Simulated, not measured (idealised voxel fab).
The process module that follows is named voxel transistor to metal.
Square cell edge 5 nm, section width 155 nm, ID cut.
Format of a cross-section: grid, square cells. Given as bands. Order: top down. Band: one or more rows of cells. First you get the band's top height and its bottom height, in nm, and then the materials it's made of, left to right, with each width in nm. If you see a single material with "all across", that one covers the band edge to edge. "blank" is empty space. Counting heights begins at 0, where everything beneath is, in the wafer as received, one material. The lowest band has no bottom; it goes on downwards, as "0..down" shows. The two numbers in a width such as "30..40" mark its ends across the band: the first belongs to the top row of cells, the second to the bottom row, and from each row to the next the width moves by the same amount. A step reported as "no alteration" is a step in which no cell of the cross-section changed. Voids not open to the top, 8 cells minimum: see "Sealed cavities". Written width x height at distance; distance is from the left edge; nm. Where a step's line continues beyond its settings, the continuation is a remark by the simulator itself on that step. Each step line may optionally specify "overlay nm", which for a step with a mask gives the rightward distance between the mask's planned place and where it lay, a negative value indicating the leftward direction.

HERE'S WHAT THE PLANNED PROCESS STEPS LOOK LIKE
1,RECEIVE | material Si
2,CONFORMAL_DEP | material SiO2 | thk nm 5
3,CONFORMAL_DEP | material SiN | thk nm 10
4,PATTERN | tone cover | mask id ACTIVE | material resist | width nm 100 | thk nm 20 | overlay nm 0
5,DIRECTIONAL_ETCH | etch materials SiN | depth nm 10
6,DIRECTIONAL_ETCH | etch materials SiO2 | depth nm 5
7,DIRECTIONAL_ETCH | etch materials Si | depth nm 25
8,STRIP | etch materials resist
9,OXIDIZE | depth nm 5
10,FILL_DEP | material SiO2 | thk nm 5
11,CMP | height nm 15
12,SELECTIVE_ETCH | etch materials SiO2 | depth nm 5
13,STRIP | etch materials SiN
14,SELECTIVE_ETCH | etch materials SiO2 | depth nm 5
15,OXIDIZE | depth nm 5
16,DIRECTIONAL_DEP | material polySi | thk nm 30
17,DIRECTIONAL_DEP | material SiCN | thk nm 15
18,MASKED_ETCH | tone cover | mask id GATE | width nm 20 | etch materials SiCN | depth nm 25 | overlay nm 0
19,MASKED_ETCH | tone cover | mask id GATE | width nm 20 | etch materials polySi | depth nm 40 | overlay nm 0
20,CONFORMAL_DEP | material SiN | thk nm 10
21,DIRECTIONAL_ETCH | etch materials SiN | depth nm 10
22,DIRECTIONAL_ETCH | etch materials SiO2 | depth nm 5
23,EPI | material SiGe | thk nm 5
24,FILL_DEP | material SiO2 | thk nm 10
25,CMP | height nm 45
26,DIRECTIONAL_DEP | material SiO2 | thk nm 10
27,PATTERN | tone open | mask id CONTACT | material resist | width nm 15 | pitch nm 65 | thk nm 20 | overlay nm 0
28,DIRECTIONAL_ETCH | etch materials SiO2 | depth nm 55
29,STRIP | etch materials resist
30,CONFORMAL_DEP | material TiN | thk nm 5
31,FILL_DEP | material W | thk nm 5
32,CMP | height nm 55
33,DIRECTIONAL_DEP | material TiN | thk nm 5
34,DIRECTIONAL_DEP | material Ru | thk nm 20
35,PATTERN | tone cover | mask id METAL_1 | material resist | width nm 15 | pitch nm 65 | thk nm 20 | overlay nm 0
36,DIRECTIONAL_ETCH | etch materials Ru | depth nm 20
37,DIRECTIONAL_ETCH | etch materials TiN | depth nm 5
38,STRIP | etch materials resist
39,FILL_DEP | material SiO2 | thk nm 10
40,CMP | height nm 80
41,CONFORMAL_DEP | material SiCN | thk nm 5
42,DIRECTIONAL_DEP | material lowk | thk nm 25
43,DIRECTIONAL_DEP | material aC | thk nm 10
44,PATTERN | tone open | mask id METAL_2 | material resist | width nm 15 | pitch nm 65 | thk nm 30 | overlay nm 0
45,DIRECTIONAL_ETCH | etch materials aC | depth nm 10
46,STRIP | etch materials resist
47,DIRECTIONAL_ETCH | etch materials lowk | depth nm 15
48,STRIP | etch materials aC
49,MASKED_ETCH | tone open | mask id METAL_2_HOLES | width nm 15 | pitch nm 65 | etch materials lowk | depth nm 10 | overlay nm 0
50,MASKED_ETCH | tone open | mask id METAL_2_HOLES | width nm 15 | pitch nm 65 | etch materials SiCN | depth nm 5 | overlay nm 0
51,CONFORMAL_DEP | material TiN | thk nm 5
52,FILL_DEP | material Cu | thk nm 10
53,CMP | height nm 110
54,CONFORMAL_DEP | material SiN | thk nm 5

SHOWN IN CROSS-SECTION IS THE WAFER AS RECEIVED, THAT IS, AS IT STANDS AFTER STEP 1
> 0..down: Si all across
> Sealed cavities: none

SAME STARTING WAFER, SAME PLAN AS ABOVE, ONE MISTAKE IN THE EXECUTION; THIS IS THE CROSS-SECTION AT THE END OF THE MODULE
> 115..110: SiN all across
> 110..85: lowk (35); TiN (5); Cu (5); TiN (5); lowk (50); TiN (5); Cu (5); TiN (5); lowk (40)
> 85..80: SiCN (35); TiN (15); SiCN (50); TiN (15); SiCN (40)
> 80..60: SiO2 (35); Ru (15); SiO2 (50); Ru (15); SiO2 (40)
> 60..55: SiO2 (35); TiN (15); SiO2 (50); TiN (15); SiO2 (40)
> 55..45: SiO2 (35); TiN (5); W (5); TiN (5); SiO2 (50); TiN (5); W (5); TiN (5); SiO2 (40)
> 45..30: SiO2 (35); TiN (5); W (5); TiN (5); SiO2 (5); SiN (10); SiCN (20); SiN (10); SiO2 (5); TiN (5); W (5); TiN (5); SiO2 (40)
> 30..5: SiO2 (35); TiN (5); W (5); TiN (5); SiO2 (5); SiN (10); polySi (20); SiN (10); SiO2 (5); TiN (5); W (5); TiN (5); SiO2 (40)
> 5..0: SiO2 (20); SiN (10); SiO2 (5); TiN (15); SiO2 (5); SiN (10); polySi (20); SiN (10); SiO2 (5); TiN (15); SiO2 (5); SiN (10); SiO2 (25)
> 0..-5: SiO2 (30); SiGe (25); SiO2 (40); SiGe (25); SiO2 (35)
> -5..-55: SiO2 (30); Si (90); SiO2 (35)
> -55..down: Si all across
> Sealed cavities: none
Finding, execution versus plan: heads up, step 7 of the plan got done twice
